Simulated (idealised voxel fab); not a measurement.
process module | voxel capacitor over wiring
cross-section cut | 205 nm wide | cells 5 nm
A cross-section is a grid of square cells, given in bands from the top down. A band is one or more rows of cells.
Each band's line starts with the height of the band's top and of its bottom, in nm. Then come its materials from left to right, each with its width in nm. One material with "throughout" fills the band from edge to edge. "air" is empty space.
Height 0 is the level under which the wafer as received is all one material. The lowest band goes on downwards, as in "0 down".
A width such as "30 to 40" changes by the same amount from each row of cells to the next, from the band's top row to its bottom row.
"no change" after a step means that no cell of the cross-section changed.
closed voids: empty space of 8 cells or more with no open way to the top, each as width x height at its distance from the left edge, in nm
after a step's settings: what the simulator itself notes on the step
overlay nm, on a step with a mask: how far to the right of its planned place the mask lay; to the left if negative
Each pair below shows a cross-section before one step and the cross-section after it, down to the lowest band that changed. The line under each pair gives the step between them, with its settings. The pairs can come from different runs of this module on the same starting wafer, so a pair continues from the pair above only where its "before" says so.
before
  110 to 100: W throughout
  100 to 95: TiN 70 | W 5 | TiN 130
  95 to 85: SiO2 65 | TiN 5 | W 5 | TiN 5 | SiO2 125
  85 to 80: SiO2 65 | TiN 15 | SiO2 125
  80 to 70: SiO2 70 | TiN 55 | SiO2 80
  70 to 65: SiO2 70 | Al2O3 55 | SiO2 80
  65 to 55: SiO2 50 | TiN 80 | SiO2 75
  55 to 50: SiO2 55 | Al2O3 15 | SiO2 135
  50 to 45: SiO2 55 | TiN 15 | SiO2 135
  45 to 40: SiCN 55 | TiN 15 | SiCN 135
  40 to 20: Ru 45 | SiCN 5 | lowk 15 | SiCN 5 | Ru 65 | SiCN 5 | lowk 15 | SiCN 5 | Ru 45
  20 to 15: TiN 45 | SiCN 25 | TiN 65 | SiCN 25 | TiN 45
  15 to 0: SiO2 throughout
  0 down: Si throughout
  closed voids: none
after
  95 to 85: SiO2 65 | TiN 5 | W 5 | TiN 5 | SiO2 125
  below 85: unchanged
  closed voids: none
the step between: op CMP | height nm 95
before: the cross-section after the pair above
after
  100 to 95: SiCN throughout
  below 95: unchanged
  closed voids: none
the step between: op CONFORMAL_DEP | material SiCN | thk nm 5
